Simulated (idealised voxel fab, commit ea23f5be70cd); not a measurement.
process module | voxel self aligned vias
cross-section cut | 155 nm wide | cells 5 nm
A cross-section is a grid of square cells, given in bands from the top down. A band is one or more rows of cells.
Each band's line starts with the height of the band's top and of its bottom, in nm. Then come its materials from left to right, each with its width in nm. One material with "throughout" fills the band from edge to edge. "air" is empty space.
Height 0 is the level under which the wafer as received is all one material. The lowest band goes on downwards, as in "0 down".
A width such as "30 to 40" changes by the same amount from each row of cells to the next, from the band's top row to its bottom row.
"no change" after a step means that no cell of the cross-section changed.
closed voids: empty space of 8 cells or more with no open way to the top, each as width x height at its distance from the left edge, in nm
after a step's settings: what the simulator itself notes on the step
overlay nm, on a step with a mask: how far to the right of its planned place the mask lay; to the left if negative
plan
1 op RECEIVE | material Si
2 op CONFORMAL_DEP | material SiO2 | thk nm 10
3 op CONFORMAL_DEP | material SiCN | thk nm 5
4 op DIRECTIONAL_DEP | material SiO2 | thk nm 20
5 op DIRECTIONAL_DEP | material aC | thk nm 15
6 op PATTERN | tone open | mask id LINES | material resist | width nm 25 | pitch nm 60 | thk nm 35 | overlay nm 0
7 op DIRECTIONAL_ETCH | etch materials aC | depth nm 15
8 op STRIP | etch materials resist
9 op DIRECTIONAL_ETCH | etch materials SiO2 | depth nm 20
10 op STRIP | etch materials aC
11 op CONFORMAL_DEP | material TiN | thk nm 5
12 op FILL_DEP | material W | thk nm 10
13 op CMP | height nm 35
14 op SELECTIVE_ETCH | etch materials W Ru TiN | depth nm 10
15 op FILL_DEP | material SiN | thk nm 10
16 op CMP | height nm 35
17 op DIRECTIONAL_DEP | material SiO2 | thk nm 15
18 op PATTERN | tone open | mask id VIAS | material resist | width nm 35 | pitch nm 60 | thk nm 15 | overlay nm 0
19 op DIRECTIONAL_ETCH | etch materials SiO2 | depth nm 15
20 op DIRECTIONAL_ETCH | etch materials SiN | depth nm 10
21 op STRIP | etch materials resist
22 op CONFORMAL_DEP | material TiN | thk nm 5
23 op FILL_DEP | material W | thk nm 5
24 op CMP | height nm 50
25 op CONFORMAL_DEP | material SiCN | thk nm 5
as received, after step 1
  0 down: Si throughout
  closed voids: none
a wafer at the end: this start, this plan, one mistake
  55 to 50: SiCN throughout
  50 to 40: SiO2 30 | TiN 5 | W 25 | TiN 5 | SiO2 25 | TiN 5 | W 25 | TiN 5 | SiO2 30
  40 to 30: SiO2 30 to 35 | TiN 10 to 5 | W 20 | TiN 5 | SiO2 25 to 30 | TiN 10 to 5 | W 20 | TiN 5 | SiO2 30
  30 to 25: SiO2 35 | TiN 30 | SiO2 30 | TiN 30 | SiO2 30
  25 to 20: SiO2 35 | TiN 5 | W 20 | TiN 5 | SiO2 30 | TiN 5 | W 20 | TiN 5 | SiO2 30
  20 to 15: SiO2 35 | TiN 30 | SiO2 30 | TiN 30 | SiO2 30
  15 to 10: SiCN throughout
  10 to 0: SiO2 throughout
  0 down: Si throughout
  closed voids: none
what went wrong: step 6 ran as: op PATTERN | tone open | mask id LINES | material resist | width nm 30 | pitch nm 60 | thk nm 35 | overlay nm 0
